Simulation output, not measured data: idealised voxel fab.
The following process module bears the name voxel lift off.
Section cut is 190 nm wide and gridded with 5 nm square cells.
Each cross-section below is a grid of square cells, stated as bands in top-down order, with one or more rows of cells making up each band.
First you get the band's top height and its bottom height, in nm, and then the materials it's made of, left to right, with each width in nm. If you see a single material with "edge to edge", that one covers the band edge to edge. "empty" is empty space.
Height is counted from the level 0, under which the received wafer is composed throughout of one material. The lowest of the bands is not closed at the bottom but continues downward, in the notation "0 nm and below".
Think of "30..40" as a width that walks from the first number to the second as you go down the band, top row to bottom row, taking equal-sized steps from row to row.
No cell of the cross-section changed in a step that is given as "nothing altered".
In the "Closed empty spaces" entry, you get each enclosed empty space of 8 cells or more, one with no open way to the top, written width x height at distance, distance from the left edge, in nm.
Whatever follows a step's settings on its line is a remark the simulator itself makes about that step.
If you see "overlay nm" on a step's line and that step has a mask, it's telling you how far right of where it was planned the mask ended up; a negative number means it went left instead.

Process steps foreseen in the plan:
- 1: RECEIVE, material Si
- 2: CONFORMAL_DEP, material Al2O3, thk nm 15
- 3: PATTERN, tone open, mask id LINES, material resist, width nm 20, pitch nm 45, thk nm 30, overlay nm 0
- 4: DIRECTIONAL_DEP, material Ru, thk nm 15
- 5: STRIP, etch materials resist
- 6: CONFORMAL_DEP, material SiCN, thk nm 10

Here's what the wafer looked like in cross-section when it arrived - that's after step 1:
0 nm and below: Si edge to edge
Closed empty spaces: none

Here's the wafer cut in cross-section after the module, started and planned just like above, except one thing was done wrong in the run:
40 nm to 30 nm: SiCN edge to edge
30 nm to 15 nm: Ru (15)  SiCN (20)  Ru (25)  SiCN (20)  Ru (25)  SiCN (20)  Ru (25)  SiCN (20)  Ru (20)
15 nm to 0 nm: Al2O3 edge to edge
0 nm and below: Si edge to edge
Closed empty spaces: none
Which mistake was made when the wafer was run? the process deviated at step 3: the operation and settings actually run there were PATTERN, tone cover, mask id LINES, material resist, width nm 20, pitch nm 45, thk nm 30, overlay nm 0
